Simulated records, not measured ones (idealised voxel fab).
You're looking at the process module voxel plated lines.
Cross-section cut spans 265 nm and uses square cells 5 nm in size.
If you're reading a cross-section in this doc, picture square cells in a grid; it comes to you as bands, top ones listed first down to the bottom, and a band can be one or more rows of cells.
The band entry comprises the height of the band's top followed by the height of its bottom, expressed in nm, and subsequently the band's materials from left to right, each stated together with its width in nm. Where a single material is marked with the word "edge to edge", that material fills the band from edge to edge. The word "air" represents empty space.
Counting heights begins at 0, where everything beneath is, in the wafer as received, one material. The lowest band has no bottom; it goes on downwards, as "top 0, no bottom" shows.
Per-row width for "30..40": begins at first number (top row of band), ends at second number (bottom row), increment between rows held constant.
Where a step carries "no change", the cross-section came out of it unchanged, cell for cell.
Entry "Fully enclosed voids" = empty spaces >= 8 cells with no open way to the top; each as width x height at distance, distance from left edge, all nm.
On each step's line, the part that comes after the settings is the simulator's own comment on the step.
What "overlay nm" on a step's line means: if the step has a mask, that mask lay this far to the right of its planned place, or, when the value is negative, to the left.
Process steps (planned)
1,RECEIVE (material Si)
2,CONFORMAL_DEP (material SiN; thk nm 10)
3,DIRECTIONAL_DEP (material TiN; thk nm 5)
4,PATTERN (tone open; mask id LINES; material resist; width nm 25; pitch nm 50; thk nm 15; overlay nm 0)
5,EPI (material Ru; thk nm 10)
6,STRIP (etch materials resist)
7,DIRECTIONAL_ETCH (etch materials TiN; depth nm 5)
8,CONFORMAL_DEP (material SiO2; thk nm 10)
Cross-section: wafer on arrival = after step 1
- top 0, no bottom  Si edge to edge
- Fully enclosed voids: none
Post-module cross-section of the first of two wafers (run per plan)
- top 35, bottom 25  air=60  SiO2=45  air=5  SiO2=45  air=5  SiO2=45  air=60
- top 25, bottom 20  air=60  SiO2=10  Ru=25  SiO2=10  air=5  SiO2=10  Ru=25  SiO2=10  air=5  SiO2=10  Ru=25  SiO2=10  air=60
- top 20, bottom 15  SiO2=70  Ru=25  SiO2=25  Ru=25  SiO2=25  Ru=25  SiO2=70
- top 15, bottom 10  SiO2=70  TiN=25  SiO2=25  TiN=25  SiO2=25  TiN=25  SiO2=70
- top 10, bottom 0  SiN edge to edge
- top 0, no bottom  Si edge to edge
- Fully enclosed voids: none
Cross-sectional image of the second wafer of the two following completion of the module. Starting state and process plan were the same as for the first wafer; one execution error occurred
- top 35, bottom 25  air=60  SiO2=45  air=5  SiO2=45  air=5  SiO2=45  air=60
- top 25, bottom 15  SiO2=70  Ru=25  SiO2=25  Ru=25  SiO2=25  Ru=25  SiO2=70
- top 15, bottom 10  Ru edge to edge
- top 10, bottom 0  SiN edge to edge
- top 0, no bottom  Si edge to edge
- Fully enclosed voids: none
Want to know what went wrong? note that step 3 departed from the planned setting and was carried out as DIRECTIONAL_DEP (material Ru; thk nm 5)
Upon completion, the second wafer contains, in terms of cells, a greater or smaller amount of certain materials than the first wafer: +53 Ru, -12 SiO2, -15 TiN
